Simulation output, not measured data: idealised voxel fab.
Process module under the name voxel self aligned vias
Each square cell in cross-section cut measures 5 nm, and the section as a whole is 275 nm wide.
Cross-sections here: square-cell grids, written as top-down lists of bands, a band being one or more rows of cells.
Top, bottom (nm), then materials left to right with widths (nm); lone material tagged "all across" fills the whole band edge to edge; "blank" = empty space.
Heights are measured from 0, the level below which the as-received wafer is all one material; the lowest band has no bottom and continues downward, written as in "0 and below".
Graded width ("30..40"): value in top row of band = first number; value in bottom row = second number; row-to-row change constant.
Reading "nothing different" for a step: not a cell of the cross-section changed in it.
Entry "Fully sealed voids" = empty spaces >= 8 cells with no open way to the top; each as width x height at distance, distance from left edge, all nm.
Where a step's line continues beyond its settings, the continuation is a remark by the simulator itself on that step.
overlay nm: where the mask lay relative to plan, measured to the right, on steps with a mask; negatives go left.
Note on reading: below, each pair holds a cross-section from before one process step and one from after it; the one from after shows only down to the lowest band that changed. Beneath the pair, the step in between is stated along with its settings. The pairs can stem from different runs of this module on the same starting wafer. Where a pair's entry headed "Pre-step cross-section" says so, and only there, that pair continues from the pair above it.
Pre-step cross-section
60 down to 55 = TiN=70, then blank=20, then TiN=100, then blank=20, then TiN=65
55 down to 40 = lowk=65, then TiN=5, then blank=20, then TiN=5, then lowk=90, then TiN=5, then blank=20, then TiN=5, then lowk=60
40 down to 35 = lowk=65, then TiN=5, then blank=15, then TiN=10, then lowk=90, then TiN=5, then blank=15, then TiN=10, then lowk=60
35 down to 30 = lowk=65, then TiN=25, then lowk=35, then SiN=25, then lowk=35, then TiN=25, then lowk=65
30 down to 20 = lowk=65, then TiN=5, then W=15, then TiN=5, then lowk=35, then TiN=5, then W=15, then TiN=5, then lowk=35, then TiN=5, then W=15, then TiN=5, then lowk=65
20 down to 15 = lowk=65, then TiN=25, then lowk=35, then TiN=25, then lowk=35, then TiN=25, then lowk=65
15 down to 10 = SiCN all across
10 down to 0 = SiO2 all across
0 and below = Si all across
Fully sealed voids: none
State After Step
70 down to 60 = W all across
60 down to 55 = TiN=70, then W=20, then TiN=100, then W=20, then TiN=65
55 down to 40 = lowk=65, then TiN=5, then W=20, then TiN=5, then lowk=90, then TiN=5, then W=20, then TiN=5, then lowk=60
40 down to 35 = lowk=65, then TiN=5, then W=15, then TiN=10, then lowk=90, then TiN=5, then W=15, then TiN=10, then lowk=60
Lower than 35, everything is as it was.
Fully sealed voids: none
Between before and after, shown above: op FILL_DEP | material W | thk nm 10
Pre-step cross-section: It is represented by the cross-section appearing after the step of the pair directly above.
State After Step
55 down to 40 = lowk=65, then TiN=5, then W=20, then TiN=5, then lowk=90, then TiN=5, then W=20, then TiN=5, then lowk=60
Lower than 40, everything is as it was.
Fully sealed voids: none
Between before and after, shown above: op CMP | height nm 55
Pre-step cross-section: It is represented by the cross-section appearing after the step of the pair directly above.
State After Step
60 down to 55 = SiCN all across
Lower than 55, everything is as it was.
Fully sealed voids: none
Between before and after, shown above: op CONFORMAL_DEP | material SiCN | thk nm 5
Pre-step cross-section
55 down to 35 = lowk all across
35 down to 30 = lowk=65, then SiN=25, then lowk=35, then SiN=25, then lowk=35, then SiN=25, then lowk=65
30 down to 20 = lowk=65, then TiN=5, then W=15, then TiN=5, then lowk=35, then TiN=5, then W=15, then TiN=5, then lowk=35, then TiN=5, then W=15, then TiN=5, then lowk=65
20 down to 15 = lowk=65, then TiN=25, then lowk=35, then TiN=25, then lowk=35, then TiN=25, then lowk=65
15 down to 10 = SiCN all across
10 down to 0 = SiO2 all across
0 and below = Si all across
Fully sealed voids: none
State After Step
75 down to 55 = resist=65, then blank=35, then resist=85, then blank=35, then resist=55
Lower than 55, everything is as it was.
Fully sealed voids: none
Between before and after, shown above: op PATTERN | tone open | mask id VIAS | material resist | width nm 35 | pitch nm 120 | thk nm 20 | overlay nm 5
Pre-step cross-section: It is represented by the cross-section appearing after the step of the pair directly above.
State After Step
75 down to 55 = resist=65, then blank=35, then resist=85, then blank=35, then resist=55
55 down to 35 = lowk=65, then blank=35, then lowk=85, then blank=35, then lowk=55
Lower than 35, everything is as it was.
Fully sealed voids: none
Between before and after, shown above: op DIRECTIONAL_ETCH | etch materials lowk | depth nm 20
Pre-step cross-section: It is represented by the cross-section appearing after the step of the pair directly above.
State After Step
75 down to 55 = resist=65, then blank=35, then resist=85, then blank=35, then resist=55
55 down to 35 = lowk=65, then blank=35, then lowk=85, then blank=35, then lowk=55
35 down to 30 = lowk=65, then blank=25, then lowk=35, then SiN=25, then lowk=35, then blank=25, then lowk=65
Lower than 30, everything is as it was.
Fully sealed voids: none
Between before and after, shown above: op DIRECTIONAL_ETCH | etch materials SiN | depth nm 5
Pre-step cross-section: It is represented by the cross-section appearing after the step of the pair directly above.
State After Step
55 down to 35 = lowk=65, then blank=35, then lowk=85, then blank=35, then lowk=55
Lower than 35, everything is as it was.
Fully sealed voids: none
Between before and after, shown above: op STRIP | etch materials resist
Pre-step cross-section: It is represented by the cross-section appearing after the step of the pair directly above.
State After Step
60 down to 55 = TiN=70, then blank=25, then TiN=95, then blank=25, then TiN=60
55 down to 40 = lowk=65, then TiN=5, then blank=25, then TiN=5, then lowk=85, then TiN=5, then blank=25, then TiN=5, then lowk=55
40 down to 35 = lowk=65, then TiN=5, then blank=15, then TiN=15, then lowk=85, then TiN=5, then blank=15, then TiN=15, then lowk=55
35 down to 30 = lowk=65, then TiN=25, then lowk=35, then SiN=25, then lowk=35, then TiN=25, then lowk=65
Lower than 30, everything is as it was.
Fully sealed voids: none
Between before and after, shown above: op CONFORMAL_DEP | material TiN | thk nm 5
Pre-step cross-section: It is represented by the cross-section appearing after the step of the pair directly above.
State After Step
70 down to 60 = W all across
60 down to 55 = TiN=70, then W=25, then TiN=95, then W=25, then TiN=60
55 down to 40 = lowk=65, then TiN=5, then W=25, then TiN=5, then lowk=85, then TiN=5, then W=25, then TiN=5, then lowk=55
40 down to 35 = lowk=65, then TiN=5, then W=15, then TiN=15, then lowk=85, then TiN=5, then W=15, then TiN=15, then lowk=55
Lower than 35, everything is as it was.
Fully sealed voids: none
Between before and after, shown above: op FILL_DEP | material W | thk nm 10
Pre-step cross-section: It is represented by the cross-section appearing after the step of the pair directly above.
State After Step
55 down to 40 = lowk=65, then TiN=5, then W=25, then TiN=5, then lowk=85, then TiN=5, then W=25, then TiN=5, then lowk=55
Lower than 40, everything is as it was.
Fully sealed voids: none
Between before and after, shown above: op CMP | height nm 55
Pre-step cross-section: It is represented by the cross-section appearing after the step of the pair directly above.
State After Step
60 down to 55 = SiCN all across
Lower than 55, everything is as it was.
Fully sealed voids: none
Between before and after, shown above: op CONFORMAL_DEP | material SiCN | thk nm 5
Pre-step cross-section
60 down to 55 = TiN=65, then blank=25, then TiN=95, then blank=25, then TiN=65
55 down to 40 = lowk=60, then TiN=5, then blank=25, then TiN=5, then lowk=85, then TiN=5, then blank=25, then TiN=5, then lowk=60
40 down to 35 = lowk=60, then TiN=10, then blank=15, then TiN=10, then lowk=85, then TiN=10, then blank=15, then TiN=10, then lowk=60
35 down to 30 = lowk=65, then TiN=25, then lowk=35, then SiN=25, then lowk=35, then TiN=25, then lowk=65
30 down to 20 = lowk=65, then TiN=5, then W=15, then TiN=5, then lowk=35, then TiN=5, then W=15, then TiN=5, then lowk=35, then TiN=5, then W=15, then TiN=5, then lowk=65
20 down to 15 = lowk=65, then TiN=25, then lowk=35, then TiN=25, then lowk=35, then TiN=25, then lowk=65
15 down to 10 = SiCN all across
10 down to 0 = SiO2 all across
0 and below = Si all across
Fully sealed voids: none
State After Step
70 down to 60 = lowk all across
60 down to 55 = TiN=65, then lowk=25, then TiN=95, then lowk=25, then TiN=65
55 down to 40 = lowk=60, then TiN=5, then lowk=25, then TiN=5, then lowk=85, then TiN=5, then lowk=25, then TiN=5, then lowk=60
40 down to 35 = lowk=60, then TiN=10, then lowk=15, then TiN=10, then lowk=85, then TiN=10, then lowk=15, then TiN=10, then lowk=60
Lower than 35, everything is as it was.
Fully sealed voids: none
Between before and after, shown above: op FILL_DEP | material lowk | thk nm 10
Pre-step cross-section: It is represented by the cross-section appearing after the step of the pair directly above.
State After Step
55 down to 40 = lowk=60, then TiN=5, then lowk=25, then TiN=5, then lowk=85, then TiN=5, then lowk=25, then TiN=5, then lowk=60
Lower than 40, everything is as it was.
Fully sealed voids: none
Between before and after, shown above: op CMP | height nm 55
Pre-step cross-section: It is represented by the cross-section appearing after the step of the pair directly above.
State After Step
60 down to 55 = SiCN all across
Lower than 55, everything is as it was.
Fully sealed voids: none
Between before and after, shown above: op CONFORMAL_DEP | material SiCN | thk nm 5
Pre-step cross-section
55 down to 35 = lowk all across
35 down to 30 = lowk=65, then SiN=25, then lowk=35, then SiN=25, then lowk=35, then SiN=25, then lowk=65
30 down to 20 = lowk=65, then TiN=5, then W=15, then TiN=5, then lowk=35, then TiN=5, then W=15, then TiN=5, then lowk=35, then TiN=5, then W=15, then TiN=5, then lowk=65
20 down to 15 = lowk=65, then TiN=25, then lowk=35, then TiN=25, then lowk=35, then TiN=25, then lowk=65
15 down to 10 = SiCN all across
10 down to 0 = SiO2 all across
0 and below = Si all across
Fully sealed voids: none
State After Step
75 down to 55 = blank=60, then resist=35, then blank=85, then resist=35, then blank=60
Lower than 55, everything is as it was.
Fully sealed voids: none
Between before and after, shown above: op PATTERN | tone cover | mask id VIAS | material resist | width nm 35 | pitch nm 120 | thk nm 20 | overlay nm 0
Pre-step cross-section: It is represented by the cross-section appearing after the step of the pair directly above.
State After Step
75 down to 55 = blank=60, then resist=35, then blank=85, then resist=35, then blank=60
55 down to 35 = blank=60, then lowk=35, then blank=85, then lowk=35, then blank=60
Lower than 35, everything is as it was.
Fully sealed voids: none
Between before and after, shown above: op DIRECTIONAL_ETCH | etch materials lowk | depth nm 20
Pre-step cross-section: It is represented by the cross-section appearing after the step of the pair directly above.
State After Step
75 down to 55 = blank=60, then resist=35, then blank=85, then resist=35, then blank=60
55 down to 35 = blank=60, then lowk=35, then blank=85, then lowk=35, then blank=60
35 down to 30 = lowk=65, then SiN=25, then lowk=35, then blank=25, then lowk=35, then SiN=25, then lowk=65
Lower than 30, everything is as it was.
Fully sealed voids: none
Between before and after, shown above: op DIRECTIONAL_ETCH | etch materials SiN | depth nm 5
Pre-step cross-section: It is represented by the cross-section appearing after the step of the pair directly above.
State After Step
55 down to 35 = blank=60, then lowk=35, then blank=85, then lowk=35, then blank=60
Lower than 35, everything is as it was.
Fully sealed voids: none
Between before and after, shown above: op STRIP | etch materials resist
Pre-step cross-section: It is represented by the cross-section appearing after the step of the pair directly above.
State After Step
60 down to 55 = blank=55, then TiN=45, then blank=75, then TiN=45, then blank=55
55 down to 40 = blank=55, then TiN=5, then lowk=35, then TiN=5, then blank=75, then TiN=5, then lowk=35, then TiN=5, then blank=55
40 down to 35 = TiN=60, then lowk=35, then TiN=35, then blank=15, then TiN=35, then lowk=35, then TiN=60
35 down to 30 = lowk=65, then SiN=25, then lowk=35, then TiN=25, then lowk=35, then SiN=25, then lowk=65
Lower than 30, everything is as it was.
Fully sealed voids: none
Between before and after, shown above: op CONFORMAL_DEP | material TiN | thk nm 5
Pre-step cross-section: It is represented by the cross-section appearing after the step of the pair directly above.
State After Step
70 down to 60 = W all across
60 down to 55 = W=55, then TiN=45, then W=75, then TiN=45, then W=55
55 down to 40 = W=55, then TiN=5, then lowk=35, then TiN=5, then W=75, then TiN=5, then lowk=35, then TiN=5, then W=55
40 down to 35 = TiN=60, then lowk=35, then TiN=35, then W=15, then TiN=35, then lowk=35, then TiN=60
Lower than 35, everything is as it was.
Fully sealed voids: none
Between before and after, shown above: op FILL_DEP | material W | thk nm 10
Pre-step cross-section: It is represented by the cross-section appearing after the step of the pair directly above.
State After Step
55 down to 40 = W=55, then TiN=5, then lowk=35, then TiN=5, then W=75, then TiN=5, then lowk=35, then TiN=5, then W=55
Lower than 40, everything is as it was.
Fully sealed voids: none
Between before and after, shown above: op CMP | height nm 55
Pre-step cross-section: It is represented by the cross-section appearing after the step of the pair directly above.
State After Step
60 down to 55 = SiCN all across
Lower than 55, everything is as it was.
Fully sealed voids: none
Between before and after, shown above: op CONFORMAL_DEP | material SiCN | thk nm 5
